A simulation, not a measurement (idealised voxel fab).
Proc. module: voxel capacitor over wiring
cross-section cut | 240 nm wide | cells 5 nm
For the purposes of this document, a cross-section shall be understood as a grid of square cells, specified as bands listed in top-to-bottom order, each band consisting of one or more rows of cells. Within each band entry, the heights of the top and of the bottom of the band appear first, in that order and in nm; the materials of the band then follow from left to right, each with its corresponding width in nm. The designation "throughout" on a single material indicates that it fills the band from edge to edge; the designation "empty" indicates empty space. All heights in this document are referenced to 0, defined as the level beneath which the wafer, as received, consists entirely of one material. The lowest band is not bounded below; it extends indefinitely downward and is written in the form "0 -> down". With a width like "30..40", each row of cells in the band differs from the next by the same amount, the top row carrying the first number and the bottom row the second. Step marked "nothing got changed"? Then no cell in the cross-section changed in it. "Trapped cavities": empty spaces of 8 cells or more with no open way to the top, each given as width x height at distance, distance from the left edge, all in nm. Text after the settings on a step's line: the simulator's own remark on that step. overlay nm: mask right of planned place by this much (step with mask). Neg. = left.
The steps planned for the process are as follows:
- 1: RECEIVE with material Si
- 2: CONFORMAL_DEP with material SiO2, thk nm 15
- 3: CONFORMAL_DEP with material SiCN, thk nm 5
- 4: DIRECTIONAL_DEP with material SiO2, thk nm 15
- 5: PATTERN with tone open, mask id METAL_1, material resist, width nm 25, pitch nm 85, thk nm 15, overlay nm 0
- 6: DIRECTIONAL_ETCH with etch materials SiO2, depth nm 15
- 7: DIRECTIONAL_ETCH with etch materials SiCN, depth nm 5
- 8: STRIP with etch materials resist
- 9: CONFORMAL_DEP with material TiN, thk nm 5
- 10: FILL_DEP with material Ru, thk nm 10
- 11: CMP with height nm 35
- 12: CONFORMAL_DEP with material SiCN, thk nm 5
- 13: DIRECTIONAL_DEP with material lowk, thk nm 10
- 14: PATTERN with tone open, mask id PLUG_1, material resist, width nm 15, thk nm 20, overlay nm 0
- 15: DIRECTIONAL_ETCH with etch materials lowk, depth nm 10
- 16: DIRECTIONAL_ETCH with etch materials SiCN, depth nm 5
- 17: STRIP with etch materials resist
- 18: EPI with material Ru, thk nm 10
- 19: EPI with material Ru, thk nm 5
- 20: DIRECTIONAL_DEP with material TiN, thk nm 5
- 21: DIRECTIONAL_DEP with material Al2O3, thk nm 5
- 22: DIRECTIONAL_DEP with material TiN, thk nm 5
- 23: DIRECTIONAL_DEP with material aC, thk nm 15
- 24: PATTERN with tone cover, mask id UPPER_PLATE, material resist, width nm 65, thk nm 30, overlay nm 0
- 25: DIRECTIONAL_ETCH with etch materials aC, depth nm 15
- 26: STRIP with etch materials resist
- 27: DIRECTIONAL_ETCH with etch materials TiN, depth nm 5
- 28: DIRECTIONAL_ETCH with etch materials Al2O3, depth nm 5
- 29: STRIP with etch materials aC
- 30: PATTERN with tone cover, mask id LOWER_PLATE, material resist, width nm 75, thk nm 20, overlay nm 0
- 31: DIRECTIONAL_ETCH with etch materials TiN, depth nm 5
- 32: STRIP with etch materials resist
- 33: FILL_DEP with material SiO2, thk nm 15
- 34: CMP with height nm 75
- 35: DIRECTIONAL_DEP with material aC, thk nm 15
- 36: PATTERN with tone open, mask id PLUG_2, material resist, width nm 15, thk nm 35, overlay nm 0
- 37: DIRECTIONAL_ETCH with etch materials aC, depth nm 15
- 38: STRIP with etch materials resist
- 39: DIRECTIONAL_ETCH with etch materials SiO2, depth nm 10
- 40: STRIP with etch materials aC
- 41: CONFORMAL_DEP with material TiN, thk nm 5
- 42: FILL_DEP with material W, thk nm 5
- 43: CMP with height nm 75
- 44: CONFORMAL_DEP with material SiCN, thk nm 5
Heads up: all these wafers start the same, and what changes between them is the width nm in step 36. The value you see in the plan is just what the first wafer got.
Cut through the first of several wafers as received, post step 1:
* 0 -> down  Si throughout
* Trapped cavities: none
Per wafer, end of module: cells gained (+) or lost (-) per material since receipt, then closed voids:
width nm 15, +13 Al2O3, +27 Ru, +131 SiCN, +451 SiO2, +55 TiN, +1 W, +90 lowk, Trapped cavities: none
width nm 20, +13 Al2O3, +27 Ru, +131 SiCN, +449 SiO2, +56 TiN, +2 W, +90 lowk, Trapped cavities: none
width nm 25, +13 Al2O3, +27 Ru, +131 SiCN, +447 SiO2, +57 TiN, +3 W, +90 lowk, Trapped cavities: none
width nm 30, +13 Al2O3, +27 Ru, +131 SiCN, +445 SiO2, +58 TiN, +4 W, +90 lowk, Trapped cavities: none
